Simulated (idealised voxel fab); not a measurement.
voxel tone inversion: a process module
Each square cell in cross-section cut measures 5 nm, and the section as a whole is 175 nm wide.
Bands, listed from the top down, are how a cross-section gets written in this document; the cross-section itself is a grid of square cells, and a band is one or more rows of them. Band: top height; bottom height; in nm. Then, left to right: material with width in nm, for each material. "edge to edge": a single material spanning edge to edge. "air": empty space. Height 0 is the level under which the wafer as received is all one material. The lowest band goes on downwards, as in "from 0 down". Width: "30->40" (first number = top row, second number = bottom row, same change from row to row of cells). Reading "nothing different" for a step: not a cell of the cross-section changed in it. The label "Closed internal voids" introduces a list of the empty spaces, 8 cells or larger, that have no open way up to the top; each entry in it reads width x height at distance, where the distance is taken from the left edge and all three are stated in nm. Anything after a step's settings on that line? It's the simulator's own note about the step. For masked steps, "overlay nm" on the step line gives how far right of plan the mask actually lay; a minus sign means it lay to the left.
# Steps in the process plan
1: RECEIVE with material Si
2: CONFORMAL_DEP with material SiCN, thk nm 10
3: DIRECTIONAL_DEP with material polySi, thk nm 25
4: PATTERN with tone cover, mask id POSTS, material resist, width nm 15, pitch nm 45, thk nm 30, overlay nm 0
5: DIRECTIONAL_ETCH with etch materials polySi, depth nm 25
6: STRIP with etch materials resist
7: FILL_DEP with material lowk, thk nm 5
8: CMP with height nm 35
9: STRIP with etch materials polySi
All wafers enter the flow in the same state. The width nm at step 4 differs from wafer to wafer, and the plan gives the value for the first wafer.
# Cut through the first of several wafers as received, post step 1
from 0 down  Si edge to edge
Closed internal voids: none
# The figure below presents a cross-section of the first of several wafers at the conclusion of the module, following its last step, step 9
from 35 to 10  lowk 35 | air 15 | lowk 30 | air 15 | lowk 30 | air 15 | lowk 35
from 10 to 0  SiCN edge to edge
from 0 down  Si edge to edge
Closed internal voids: none
# So this is the cross-section on the last wafer at the end of the module
from 35 to 10  lowk 30 | air 30 | lowk 15 | air 30 | lowk 15 | air 30 | lowk 25
from 10 to 0  SiCN edge to edge
from 0 down  Si edge to edge
Closed internal voids: none
# Heads up, this table goes wafer by wafer. A row tells you, at the end of the module, how many cells of each material that wafer has put on (+) or dropped (-) since it was received, and then its closed voids
width nm 15, +70 SiCN, +130 lowk, Closed internal voids: none
width nm 20, +70 SiCN, +115 lowk, Closed internal voids: none
width nm 25, +70 SiCN, +100 lowk, Closed internal voids: none
width nm 30, +70 SiCN, +85 lowk, Closed internal voids: none
